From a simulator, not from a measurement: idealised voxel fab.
process module | voxel fin reveal
This is section cut - it's 180 nm across, gridded in 5 nm square cells.
The cross-sections in this document take the form of a grid made of square cells. They are written out as bands, in order from top to bottom. Each band consists of one or more rows of cells. Band entry format. Leading values: height of top, height of bottom, nm. Remainder: materials in left-to-right order, each with its width in nm. Special words: "throughout" on a single material, which then fills the band edge to edge; "blank", empty space. Heights are measured from 0, the level below which the as-received wafer is all one material; the lowest band has no bottom and continues downward, written as in "0 -> down". Think of "30->40" as a width that walks from the first number to the second as you go down the band, top row to bottom row, taking equal-sized steps from row to row. No cell of the cross-section changed in a step that is given as "nothing different". If an empty space has no open way to the top and is at least 8 cells in size, "Unvented voids" lists it, written width x height at distance, where distance is measured from the left edge and every value is in nm. Heads up: the bit after the settings on a step's line is the simulator's remark on that step. You can add "overlay nm" to a step's line. For a step with a mask, it describes how far the mask lay to the right of its planned position, and a negative number describes a lay to the left.
### The process steps that were planned are listed below
1,RECEIVE: material Si
2,CONFORMAL_DEP: material SiN, thk nm 5
3,DIRECTIONAL_DEP: material aC, thk nm 10
4,PATTERN: tone cover, mask id FINS, material resist, width nm 15, pitch nm 45, thk nm 25, overlay nm 0
5,DIRECTIONAL_ETCH: etch materials aC, depth nm 10
6,STRIP: etch materials resist
7,DIRECTIONAL_ETCH: etch materials SiN, depth nm 10
8,DIRECTIONAL_ETCH: etch materials Si, depth nm 30
9,STRIP: etch materials aC
10,FILL_DEP: material SiO2, thk nm 10
11,CMP: height nm 10
12,SELECTIVE_ETCH: etch materials SiO2, depth nm 30
13,STRIP: etch materials SiN
14,CONFORMAL_DEP: material HfO2, thk nm 5
All wafers enter the flow in the same state. The thk nm at step 2 differs from wafer to wafer, and the plan gives the value for the first wafer.
### Cross-section of the first of several wafers on receipt, reflecting completion of step 1
> 0 -> down  Si throughout
> Unvented voids: none
### Note: the following table is arranged by wafer, a row apiece. Each row reports the end-of-module state: per material, cells gained (+) or cells lost (-) compared with the wafer as received; closed voids follow
thk nm 5 | +52 HfO2 | -180 Si | +60 SiO2 | Unvented voids: none
thk nm 10 | +52 HfO2 | -180 Si | +60 SiO2 | Unvented voids: none
thk nm 15 | +36 HfO2 | Unvented voids: none
thk nm 20 | +36 HfO2 | Unvented voids: none
thk nm 25 | +36 HfO2 | Unvented voids: none
